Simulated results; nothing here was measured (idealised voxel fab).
process module | voxel wiring stack
cross-section cut | 275 nm wide | cells 5 nm
A cross-section is a grid of square cells, given in bands from the top down. A band is one or more rows of cells.
Each band's line starts with the height of the band's top and of its bottom, in nm. Then come its materials from left to right, each with its width in nm. One material with "throughout" fills the band from edge to edge. "air" is empty space.
Height 0 is the level under which the wafer as received is all one material. The lowest band goes on downwards, as in "0 down".
A width such as "30 to 40" changes by the same amount from each row of cells to the next, from the band's top row to its bottom row.
"no change" after a step means that no cell of the cross-section changed.
closed voids: empty space of 8 cells or more with no open way to the top, each as width x height at its distance from the left edge, in nm
after a step's settings: what the simulator itself notes on the step
overlay nm, on a step with a mask: how far to the right of its planned place the mask lay; to the left if negative
plan
1 op RECEIVE | material Si
2 op CONFORMAL_DEP | material SiO2 | thk nm 10
3 op DIRECTIONAL_DEP | material TiN | thk nm 5
4 op DIRECTIONAL_DEP | material W | thk nm 25
5 op PATTERN | tone cover | mask id METAL_1 | material resist | width nm 20 | pitch nm 35 | thk nm 15 | overlay nm 0
6 op DIRECTIONAL_ETCH | etch materials W | depth nm 25
7 op DIRECTIONAL_ETCH | etch materials TiN | depth nm 5
8 op STRIP | etch materials resist
9 op FILL_DEP | material lowk | thk nm 5
10 op CMP | height nm 40
11 op CONFORMAL_DEP | material SiCN | thk nm 5
12 op DIRECTIONAL_DEP | material SiO2 | thk nm 15
13 op PATTERN | tone open | mask id PLUG_1 | material resist | width nm 15 | pitch nm 70 | thk nm 20 | overlay nm 0
14 op DIRECTIONAL_ETCH | etch materials SiO2 | depth nm 15
15 op DIRECTIONAL_ETCH | etch materials SiCN | depth nm 5
16 op STRIP | etch materials resist
17 op EPI | material Ru | thk nm 10
18 op EPI | material Ru | thk nm 10
19 op DIRECTIONAL_DEP | material TiN | thk nm 5
20 op DIRECTIONAL_DEP | material W | thk nm 25
21 op DIRECTIONAL_DEP | material aC | thk nm 15
22 op PATTERN | tone cover | mask id METAL_2 | material resist | width nm 20 | pitch nm 35 | thk nm 30 | overlay nm 0
23 op DIRECTIONAL_ETCH | etch materials aC | depth nm 15
24 op STRIP | etch materials resist
25 op DIRECTIONAL_ETCH | etch materials W | depth nm 25
26 op DIRECTIONAL_ETCH | etch materials TiN | depth nm 5
27 op STRIP | etch materials aC
28 op FILL_DEP | material lowk | thk nm 5
29 op CMP | height nm 90
30 op CONFORMAL_DEP | material SiCN | thk nm 5
31 op DIRECTIONAL_DEP | material SiO2 | thk nm 10
32 op DIRECTIONAL_DEP | material aC | thk nm 10
33 op PATTERN | tone open | mask id PLUG_2 | material resist | width nm 15 | pitch nm 70 | thk nm 25 | overlay nm -15
34 op DIRECTIONAL_ETCH | etch materials aC | depth nm 10
35 op STRIP | etch materials resist
36 op DIRECTIONAL_ETCH | etch materials SiO2 | depth nm 10
37 op DIRECTIONAL_ETCH | etch materials SiCN | depth nm 5
38 op STRIP | etch materials aC
39 op CONFORMAL_DEP | material TiN | thk nm 5
40 op FILL_DEP | material Ru | thk nm 5
41 op CMP | height nm 105
42 op CONFORMAL_DEP | material SiN | thk nm 5
43 op DIRECTIONAL_DEP | material SiO2 | thk nm 15
44 op PATTERN | tone open | mask id METAL_3 | material resist | width nm 20 | pitch nm 35 | thk nm 20 | overlay nm 0
45 op DIRECTIONAL_ETCH | etch materials SiO2 | depth nm 15
46 op DIRECTIONAL_ETCH | etch materials SiN | depth nm 5
47 op STRIP | etch materials resist
48 op CONFORMAL_DEP | material TiN | thk nm 5
49 op FILL_DEP | material Cu | thk nm 10
50 op CMP | height nm 125
51 op EPI | material Ru | thk nm 5
52 op FILL_DEP | material SiCN | thk nm 5
varied across the wafers: overlay nm of step 33. The plan shows the first wafer's value. All wafers start alike
first wafer as received, after step 1
  0 down: Si throughout
  closed voids: none
each wafer at the end: cells of each material gained (+) or lost (-) since it was received, then its closed voids
overlay nm -15 | +18 Cu | +46 Ru | +190 SiCN | +43 SiN | +484 SiO2 | +68 TiN | +120 W | +516 lowk | closed voids: none
overlay nm -10 | +18 Cu | +46 Ru | +190 SiCN | +43 SiN | +484 SiO2 | +68 TiN | +120 W | +516 lowk | closed voids: none
overlay nm -5 | +18 Cu | +46 Ru | +190 SiCN | +43 SiN | +484 SiO2 | +68 TiN | +120 W | +516 lowk | closed voids: none
overlay nm 0 | +18 Cu | +46 Ru | +190 SiCN | +43 SiN | +484 SiO2 | +68 TiN | +120 W | +516 lowk | closed voids: none
overlay nm 5 | +18 Cu | +46 Ru | +190 SiCN | +43 SiN | +484 SiO2 | +68 TiN | +120 W | +516 lowk | closed voids: none
overlay nm 10 | +18 Cu | +46 Ru | +190 SiCN | +43 SiN | +484 SiO2 | +68 TiN | +120 W | +516 lowk | closed voids: none
overlay nm 15 | +18 Cu | +46 Ru | +190 SiCN | +43 SiN | +484 SiO2 | +68 TiN | +120 W | +516 lowk | closed voids: none
